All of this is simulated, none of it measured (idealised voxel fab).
process module | voxel self aligned contacts
cross-section cut | 215 nm wide | cells 5 nm
A cross-section is a grid of square cells, given in bands from the top down. A band is one or more rows of cells.
Each band's line starts with the height of the band's top and of its bottom, in nm. Then come its materials from left to right, each with its width in nm. One material with "throughout" fills the band from edge to edge. "air" is empty space.
Height 0 is the level under which the wafer as received is all one material. The lowest band goes on downwards, as in "0 down".
A width such as "30 to 40" changes by the same amount from each row of cells to the next, from the band's top row to its bottom row.
"no change" after a step means that no cell of the cross-section changed.
closed voids: empty space of 8 cells or more with no open way to the top, each as width x height at its distance from the left edge, in nm
after a step's settings: what the simulator itself notes on the step
overlay nm, on a step with a mask: how far to the right of its planned place the mask lay; to the left if negative
plan
1 op RECEIVE | material Si
2 op CONFORMAL_DEP | material SiO2 | thk nm 5
3 op DIRECTIONAL_DEP | material polySi | thk nm 20
4 op DIRECTIONAL_DEP | material SiN | thk nm 25
5 op PATTERN | tone cover | mask id GATE | material resist | width nm 35 | pitch nm 75 | thk nm 15 | overlay nm 0
6 op DIRECTIONAL_ETCH | etch materials SiN | depth nm 25
7 op DIRECTIONAL_ETCH | etch materials polySi | depth nm 20
8 op STRIP | etch materials resist
9 op CONFORMAL_DEP | material SiN | thk nm 10
10 op DIRECTIONAL_ETCH | etch materials SiN | depth nm 10
11 op FILL_DEP | material SiO2 | thk nm 20
12 op CMP | height nm 60
13 op DIRECTIONAL_DEP | material aC | thk nm 10
14 op PATTERN | tone open | mask id CONTACT | material resist | width nm 50 | pitch nm 75 | thk nm 25 | overlay nm 0
15 op DIRECTIONAL_ETCH | etch materials aC | depth nm 10
16 op STRIP | etch materials resist
17 op DIRECTIONAL_ETCH | etch materials SiO2 | depth nm 60
18 op STRIP | etch materials aC
19 op CONFORMAL_DEP | material TiN | thk nm 5
20 op FILL_DEP | material Ru | thk nm 10
21 op CMP | height nm 60
22 op CONFORMAL_DEP | material SiCN | thk nm 5
first wafer, as planned
as received, after step 1
  0 down: Si throughout
  closed voids: none
after step 2
  5 to 0: SiO2 throughout
  below 0: unchanged
after step 3
  25 to 5: polySi throughout
  below 5: unchanged
after step 4
  50 to 25: SiN throughout
  below 25: unchanged
after step 5
  65 to 50: air 15 | resist 35 | air 40 | resist 35 | air 40 | resist 35 | air 15
  below 50: unchanged
after step 6
  65 to 50: air 15 | resist 35 | air 40 | resist 35 | air 40 | resist 35 | air 15
  50 to 25: air 15 | SiN 35 | air 40 | SiN 35 | air 40 | SiN 35 | air 15
  below 25: unchanged
after step 7
  65 to 50: air 15 | resist 35 | air 40 | resist 35 | air 40 | resist 35 | air 15
  50 to 25: air 15 | SiN 35 | air 40 | SiN 35 | air 40 | SiN 35 | air 15
  25 to 5: air 15 | polySi 35 | air 40 | polySi 35 | air 40 | polySi 35 | air 15
  below 5: unchanged
after step 8
  50 to 25: air 15 | SiN 35 | air 40 | SiN 35 | air 40 | SiN 35 | air 15
  below 25: unchanged
after step 9
  60 to 25: air 5 | SiN 55 | air 20 | SiN 55 | air 20 | SiN 55 | air 5
  25 to 15: air 5 | SiN 10 | polySi 35 | SiN 10 | air 20 | SiN 10 | polySi 35 | SiN 10 | air 20 | SiN 10 | polySi 35 | SiN 10 | air 5
  15 to 5: SiN 15 | polySi 35 | SiN 40 | polySi 35 | SiN 40 | polySi 35 | SiN 15
  below 5: unchanged
after step 10
  50 to 25: air 5 | SiN 55 | air 20 | SiN 55 | air 20 | SiN 55 | air 5
  25 to 5: air 5 | SiN 10 | polySi 35 | SiN 10 | air 20 | SiN 10 | polySi 35 | SiN 10 | air 20 | SiN 10 | polySi 35 | SiN 10 | air 5
  below 5: unchanged
after step 11
  70 to 50: SiO2 throughout
  50 to 25: SiO2 5 | SiN 55 | SiO2 20 | SiN 55 | SiO2 20 | SiN 55 | SiO2 5
  25 to 5: SiO2 5 | SiN 10 | polySi 35 | SiN 10 | SiO2 20 | SiN 10 | polySi 35 | SiN 10 | SiO2 20 | SiN 10 | polySi 35 | SiN 10 | SiO2 5
  below 5: unchanged
after step 12
  60 to 50: SiO2 throughout
  below 50: unchanged
after step 13
  70 to 60: aC throughout
  below 60: unchanged
after step 14
  95 to 70: resist 45 | air 50 | resist 25 | air 50 | resist 45
  below 70: unchanged
after step 15
  85 to 70: resist 45 | air 50 | resist 25 | air 50 | resist 45
  70 to 60: aC 45 | air 50 | aC 25 | air 50 | aC 45
  below 60: unchanged
after step 16
  70 to 60: aC 45 | air 50 | aC 25 | air 50 | aC 45
  below 60: unchanged
after step 17
  70 to 60: aC 45 | air 50 | aC 25 | air 50 | aC 45
  60 to 50: SiO2 45 | air 50 | SiO2 25 | air 50 | SiO2 45
  50 to 25: SiO2 5 | SiN 55 | air 20 | SiN 55 | air 20 | SiN 55 | SiO2 5
  25 to 5: SiO2 5 | SiN 10 | polySi 35 | SiN 10 | air 20 | SiN 10 | polySi 35 | SiN 10 | air 20 | SiN 10 | polySi 35 | SiN 10 | SiO2 5
  5 to 0: SiO2 60 | air 20 | SiO2 55 | air 20 | SiO2 60
  below 0: unchanged
after step 18
  60 to 50: SiO2 45 | air 50 | SiO2 25 | air 50 | SiO2 45
  below 50: unchanged
after step 19
  65 to 60: TiN 50 | air 40 | TiN 35 | air 40 | TiN 50
  60 to 50: SiO2 45 | TiN 5 to 20 | air 40 to 10 | TiN 5 to 20 | SiO2 25 | TiN 5 to 20 | air 40 to 10 | TiN 5 to 20 | SiO2 45
  50 to 25: SiO2 5 | SiN 55 | TiN 5 | air 10 | TiN 5 | SiN 55 | TiN 5 | air 10 | TiN 5 | SiN 55 | SiO2 5
  25 to 5: SiO2 5 | SiN 10 | polySi 35 | SiN 10 | TiN 5 | air 10 | TiN 5 | SiN 10 | polySi 35 | SiN 10 | TiN 5 | air 10 | TiN 5 | SiN 10 | polySi 35 | SiN 10 | SiO2 5
  5 to 0: SiO2 60 | TiN 20 | SiO2 55 | TiN 20 | SiO2 60
  below 0: unchanged
after step 20
  75 to 65: Ru throughout
  65 to 60: TiN 50 | Ru 40 | TiN 35 | Ru 40 | TiN 50
  60 to 50: SiO2 45 | TiN 5 to 20 | Ru 40 to 10 | TiN 5 to 20 | SiO2 25 | TiN 5 to 20 | Ru 40 to 10 | TiN 5 to 20 | SiO2 45
  50 to 25: SiO2 5 | SiN 55 | TiN 5 | Ru 10 | TiN 5 | SiN 55 | TiN 5 | Ru 10 | TiN 5 | SiN 55 | SiO2 5
  25 to 5: SiO2 5 | SiN 10 | polySi 35 | SiN 10 | TiN 5 | Ru 10 | TiN 5 | SiN 10 | polySi 35 | SiN 10 | TiN 5 | Ru 10 | TiN 5 | SiN 10 | polySi 35 | SiN 10 | SiO2 5
  below 5: unchanged
after step 21
  60 to 50: SiO2 45 | TiN 5 to 20 | Ru 40 to 10 | TiN 5 to 20 | SiO2 25 | TiN 5 to 20 | Ru 40 to 10 | TiN 5 to 20 | SiO2 45
  below 50: unchanged
after step 22
  65 to 60: SiCN throughout
  below 60: unchanged
second wafer: like start, like plan, one mistake. Through step 13 it matches the first wafer
when step 14 should have ended
  95 to 70: resist 40 | air 60 | resist 15 | air 60 | resist 40
  below 70: unchanged
when step 15 should have ended
  85 to 70: resist 40 | air 60 | resist 15 | air 60 | resist 40
  70 to 60: aC 40 | air 60 | aC 15 | air 60 | aC 40
  below 60: unchanged
when step 16 should have ended
  70 to 60: aC 40 | air 60 | aC 15 | air 60 | aC 40
  below 60: unchanged
when step 17 should have ended
  70 to 60: aC 40 | air 60 | aC 15 | air 60 | aC 40
  60 to 50: SiO2 40 | air 60 | SiO2 15 | air 60 | SiO2 40
  50 to 25: SiO2 5 | SiN 55 | air 20 | SiN 55 | air 20 | SiN 55 | SiO2 5
  25 to 5: SiO2 5 | SiN 10 | polySi 35 | SiN 10 | air 20 | SiN 10 | polySi 35 | SiN 10 | air 20 | SiN 10 | polySi 35 | SiN 10 | SiO2 5
  5 to 0: SiO2 60 | air 20 | SiO2 55 | air 20 | SiO2 60
  below 0: unchanged
when step 18 should have ended
  60 to 50: SiO2 40 | air 60 | SiO2 15 | air 60 | SiO2 40
  below 50: unchanged
when step 19 should have ended
  65 to 60: TiN 45 | air 50 | TiN 25 | air 50 | TiN 45
  60 to 50: SiO2 40 | TiN 5 to 25 | air 50 to 10 | TiN 5 to 25 | SiO2 15 | TiN 5 to 25 | air 50 to 10 | TiN 5 to 25 | SiO2 40
  50 to 25: SiO2 5 | SiN 55 | TiN 5 | air 10 | TiN 5 | SiN 55 | TiN 5 | air 10 | TiN 5 | SiN 55 | SiO2 5
  25 to 5: SiO2 5 | SiN 10 | polySi 35 | SiN 10 | TiN 5 | air 10 | TiN 5 | SiN 10 | polySi 35 | SiN 10 | TiN 5 | air 10 | TiN 5 | SiN 10 | polySi 35 | SiN 10 | SiO2 5
  5 to 0: SiO2 60 | TiN 20 | SiO2 55 | TiN 20 | SiO2 60
  below 0: unchanged
when step 20 should have ended
  75 to 65: Ru throughout
  65 to 60: TiN 45 | Ru 50 | TiN 25 | Ru 50 | TiN 45
  60 to 50: SiO2 40 | TiN 5 to 25 | Ru 50 to 10 | TiN 5 to 25 | SiO2 15 | TiN 5 to 25 | Ru 50 to 10 | TiN 5 to 25 | SiO2 40
  50 to 25: SiO2 5 | SiN 55 | TiN 5 | Ru 10 | TiN 5 | SiN 55 | TiN 5 | Ru 10 | TiN 5 | SiN 55 | SiO2 5
  25 to 5: SiO2 5 | SiN 10 | polySi 35 | SiN 10 | TiN 5 | Ru 10 | TiN 5 | SiN 10 | polySi 35 | SiN 10 | TiN 5 | Ru 10 | TiN 5 | SiN 10 | polySi 35 | SiN 10 | SiO2 5
  below 5: unchanged
when step 21 should have ended
  60 to 50: SiO2 40 | TiN 5 to 25 | Ru 50 to 10 | TiN 5 to 25 | SiO2 15 | TiN 5 to 25 | Ru 50 to 10 | TiN 5 to 25 | SiO2 40
  below 50: unchanged
when step 22 should have ended
  65 to 60: SiCN throughout
  below 60: unchanged
what went wrong: step 14 ran as: op PATTERN | tone open | mask id CONTACT | material resist | width nm 60 | pitch nm 75 | thk nm 25 | overlay nm 0
at the end the second wafer has, in cells: 4 more of Ru | 8 fewer of SiO2 | 4 more of TiN
